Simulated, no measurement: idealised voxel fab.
The following process module bears the name voxel transistor to metal.
Shown is cross-section cut, with a width of 165 nm and square cells of size 5 nm.
A cross-section is written here as square cells arranged in a grid, and it is given in bands from the top down, each band taking up one or more rows of cells. Band: top height; bottom height; in nm. Then, left to right: material with width in nm, for each material. "edge to edge": a single material spanning edge to edge. "air": empty space. Heights from 0 (as-received wafer is one material below). Bottom band endless downward, as "0 down". A two-number width, for instance "30..40", indicates that the width is equal to the first number in the top row of the band and to the second number in the bottom row, and that it changes by a constant amount per row of cells. "nothing altered" after a step means that no cell of the cross-section changed. For the entry "Enclosed cavities", the listed items are empty spaces with no open way to the top whose size is 8 cells or more; each item follows the pattern width x height at distance, where distance is from the left edge and all three are in nm. On a step's line, text after the settings is the simulator commenting on that step. overlay nm: how far to the right of its planned place the mask lay on this masked step (negative: to the left).

These are the steps we planned for the process:
1: RECEIVE with material Si
2: OXIDIZE with depth nm 5
3: CONFORMAL_DEP with material SiN, thk nm 15
4: DIRECTIONAL_DEP with material aC, thk nm 10
5: PATTERN with tone cover, mask id ACTIVE, material resist, width nm 115, thk nm 25, overlay nm 0
6: DIRECTIONAL_ETCH with etch materials aC, depth nm 10
7: STRIP with etch materials resist
8: DIRECTIONAL_ETCH with etch materials SiN, depth nm 15
9: DIRECTIONAL_ETCH with etch materials SiO2, depth nm 5
10: DIRECTIONAL_ETCH with etch materials Si, depth nm 25
11: STRIP with etch materials aC
12: OXIDIZE with depth nm 5
13: FILL_DEP with material SiO2, thk nm 15
14: CMP with height nm 15
15: SELECTIVE_ETCH with etch materials SiO2, depth nm 5
16: STRIP with etch materials SiN
17: SELECTIVE_ETCH with etch materials SiO2, depth nm 5
18: OXIDIZE with depth nm 5
19: DIRECTIONAL_DEP with material polySi, thk nm 25
20: DIRECTIONAL_DEP with material SiCN, thk nm 15
21: PATTERN with tone cover, mask id GATE, material resist, width nm 35, thk nm 20, overlay nm 0
22: DIRECTIONAL_ETCH with etch materials SiCN, depth nm 25
23: DIRECTIONAL_ETCH with etch materials polySi, depth nm 35
24: STRIP with etch materials resist
25: CONFORMAL_DEP with material SiN, thk nm 5
26: DIRECTIONAL_ETCH with etch materials SiN, depth nm 5
27: DIRECTIONAL_ETCH with etch materials SiO2, depth nm 5
28: DIRECTIONAL_ETCH with etch materials Si, depth nm 15
29: EPI with material pSi, thk nm 15
30: FILL_DEP with material SiO2, thk nm 10
31: CMP with height nm 20
32: STRIP with etch materials polySi
33: SELECTIVE_ETCH with etch materials SiO2, depth nm 5
34: CONFORMAL_DEP with material HfO2, thk nm 5
35: CONFORMAL_DEP with material TiN, thk nm 5
36: FILL_DEP with material W, thk nm 5
37: CMP with height nm 15
38: DIRECTIONAL_DEP with material SiO2, thk nm 15
39: DIRECTIONAL_DEP with material aC, thk nm 15
40: PATTERN with tone open, mask id CONTACT, material resist, width nm 15, pitch nm 80, thk nm 35, overlay nm 0
41: DIRECTIONAL_ETCH with etch materials aC, depth nm 15
42: STRIP with etch materials resist
43: DIRECTIONAL_ETCH with etch materials SiO2, depth nm 40
44: STRIP with etch materials aC
45: CONFORMAL_DEP with material TiN, thk nm 5
46: FILL_DEP with material W, thk nm 10
47: CMP with height nm 30
48: CONFORMAL_DEP with material SiCN, thk nm 5
49: DIRECTIONAL_DEP with material lowk, thk nm 20
50: PATTERN with tone open, mask id METAL_1, material resist, width nm 15, pitch nm 80, thk nm 15, overlay nm 0
51: DIRECTIONAL_ETCH with etch materials lowk, depth nm 20
52: DIRECTIONAL_ETCH with etch materials SiCN, depth nm 5
53: STRIP with etch materials resist
54: CONFORMAL_DEP with material TiN, thk nm 5
55: FILL_DEP with material Cu, thk nm 5
56: CMP with height nm 55
57: CONFORMAL_DEP with material SiCN, thk nm 5
58: DIRECTIONAL_DEP with material SiO2, thk nm 35
59: PATTERN with tone open, mask id METAL_2, material resist, width nm 15, pitch nm 80, thk nm 20, overlay nm 0
60: DIRECTIONAL_ETCH with etch materials SiO2, depth nm 20
61: STRIP with etch materials resist
62: MASKED_ETCH with tone open, mask id METAL_2_HOLES, width nm 15, pitch nm 80, etch materials SiO2, depth nm 15, overlay nm 0
63: MASKED_ETCH with tone open, mask id METAL_2_HOLES, width nm 15, pitch nm 80, etch materials SiCN, depth nm 5, overlay nm 0
64: CONFORMAL_DEP with material TiN, thk nm 5
65: FILL_DEP with material Ru, thk nm 10
66: CMP with height nm 95
67: CONFORMAL_DEP with material SiCN, thk nm 5

Wafer at receipt (post step 1), cross-section:
    0 down: Si edge to edge
    Enclosed cavities: none

End-of-module cross-section of the first of two wafers, processed as planned:
    100 to 95: SiCN edge to edge
    95 to 60: 35 SiO2 | 5 TiN | 5 Ru | 5 TiN | 65 SiO2 | 5 TiN | 5 Ru | 5 TiN | 35 SiO2
    60 to 55: 35 SiCN | 15 TiN | 65 SiCN | 15 TiN | 35 SiCN
    55 to 35: 35 lowk | 5 TiN | 5 Cu | 5 TiN | 65 lowk | 5 TiN | 5 Cu | 5 TiN | 35 lowk
    35 to 30: 35 SiCN | 15 TiN | 65 SiCN | 15 TiN | 35 SiCN
    30 to 15: 35 SiO2 | 5 TiN | 5 W | 5 TiN | 65 SiO2 | 5 TiN | 5 W | 5 TiN | 35 SiO2
    15 to 10: 35 SiO2 | 5 TiN | 5 W | 5 TiN | 10 SiO2 | 5 SiN | 5 HfO2 | 5 TiN | 15 W | 5 TiN | 5 HfO2 | 5 SiN | 10 SiO2 | 5 TiN | 5 W | 5 TiN | 35 SiO2
    10 to 5: 35 SiO2 | 15 TiN | 10 SiO2 | 5 SiN | 5 HfO2 | 5 TiN | 15 W | 5 TiN | 5 HfO2 | 5 SiN | 10 SiO2 | 15 TiN | 35 SiO2
    5 to 0: 20 SiO2 | 5 SiN | 10 SiO2 | 10 TiN | 15 pSi | 5 SiN | 5 HfO2 | 5 TiN | 15 W | 5 TiN | 5 HfO2 | 5 SiN | 15 pSi | 10 TiN | 10 SiO2 | 5 SiN | 20 SiO2
    0 to -5: 20 SiO2 | 5 SiN | 10 SiO2 | 10 TiN | 15 pSi | 5 SiN | 5 HfO2 | 25 TiN | 5 HfO2 | 5 SiN | 15 pSi | 10 TiN | 10 SiO2 | 5 SiN | 20 SiO2
    -5 to -10: 35 SiO2 | 10 TiN | 15 pSi | 45 HfO2 | 15 pSi | 10 TiN | 35 SiO2
    -10 to -25: 30 SiO2 | 30 pSi | 45 Si | 30 pSi | 30 SiO2
    -25 to -35: 30 SiO2 | 105 Si | 30 SiO2
    -35 down: Si edge to edge
    Enclosed cavities: none

Second wafer of the two, sectioned at the end of the module. It began like the first and followed the same plan, but one mistake was made while running it:
    100 to 95: SiCN edge to edge
    95 to 60: 35 SiO2 | 5 TiN | 5 Ru | 5 TiN | 65 SiO2 | 5 TiN | 5 Ru | 5 TiN | 35 SiO2
    60 to 55: 35 SiCN | 15 TiN | 65 SiCN | 15 TiN | 35 SiCN
    55 to 35: 35 lowk | 5 TiN | 5 Cu | 5 TiN | 65 lowk | 5 TiN | 5 Cu | 5 TiN | 35 lowk
    35 to 30: 35 SiCN | 15 TiN | 65 SiCN | 15 TiN | 35 SiCN
    30 to 15: 35 SiO2 | 5 TiN | 5 W | 5 TiN | 65 SiO2 | 5 TiN | 5 W | 5 TiN | 35 SiO2
    15 to 10: 35 SiO2 | 5 TiN | 5 W | 5 TiN | 10 SiO2 | 5 SiN | 15 HfO2 | 5 TiN | 15 HfO2 | 5 SiN | 10 SiO2 | 5 TiN | 5 W | 5 TiN | 35 SiO2
    10 to 5: 35 SiO2 | 15 TiN | 10 SiO2 | 5 SiN | 15 HfO2 | 5 TiN | 15 HfO2 | 5 SiN | 10 SiO2 | 15 TiN | 35 SiO2
    5 to -5: 20 SiO2 | 5 SiN | 10 SiO2 | 10 TiN | 15 pSi | 5 SiN | 35 HfO2 | 5 SiN | 15 pSi | 10 TiN | 10 SiO2 | 5 SiN | 20 SiO2
    -5 to -10: 35 SiO2 | 10 TiN | 15 pSi | 45 HfO2 | 15 pSi | 10 TiN | 35 SiO2
    -10 to -25: 30 SiO2 | 30 pSi | 45 Si | 30 pSi | 30 SiO2
    -25 to -35: 30 SiO2 | 105 Si | 30 SiO2
    -35 down: Si edge to edge
    Enclosed cavities: none
What was done differently from what was planned? step 34 ran as: CONFORMAL_DEP with material HfO2, thk nm 15
End check, counted in cells, second wafer has more or fewer of these materials than the first: HfO2: 18 more | TiN: 9 fewer | W: 9 fewer
